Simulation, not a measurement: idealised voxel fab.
process module | voxel local oxidation
cross-section cut | 210 nm wide | cells 5 nm
A cross-section is a grid of square cells, given in bands from the top down. A band is one or more rows of cells.
Each band's line starts with the height of the band's top and of its bottom, in nm. Then come its materials from left to right, each with its width in nm. One material with "throughout" fills the band from edge to edge. "air" is empty space.
Height 0 is the level under which the wafer as received is all one material. The lowest band goes on downwards, as in "0 down".
A width such as "30 to 40" changes by the same amount from each row of cells to the next, from the band's top row to its bottom row.
"no change" after a step means that no cell of the cross-section changed.
closed voids: empty space of 8 cells or more with no open way to the top, each as width x height at its distance from the left edge, in nm
after a step's settings: what the simulator itself notes on the step
overlay nm, on a step with a mask: how far to the right of its planned place the mask lay; to the left if negative
plan
1 op RECEIVE | material Si
2 op OXIDIZE | depth nm 5
3 op CONFORMAL_DEP | material SiN | thk nm 15
4 op MASKED_ETCH | tone cover | mask id ACTIVE | width nm 110 | etch materials SiN | depth nm 15 | overlay nm 0
5 op SELECTIVE_ETCH | etch materials SiO2 | depth nm 5
6 op OXIDIZE | depth nm 15
7 op STRIP | etch materials SiN
as received, after step 1
  0 down: Si throughout
  closed voids: none
first wafer at the end, as planned
  0 to -5: air 55 | SiO2 100 | air 55
  -5 to -20: SiO2 70 | Si 70 | SiO2 70
  -20 down: Si throughout
  closed voids: none
second wafer at the end: like start, like plan, one mistake
  0 to -5: air 65 | SiO2 80 | air 65
  -5 to -20: SiO2 80 | Si 50 | SiO2 80
  -20 down: Si throughout
  closed voids: none
what went wrong: step 5 ran as: op SELECTIVE_ETCH | etch materials SiO2 | depth nm 15
at the end the second wafer has, in cells: 12 fewer of Si | 8 more of SiO2
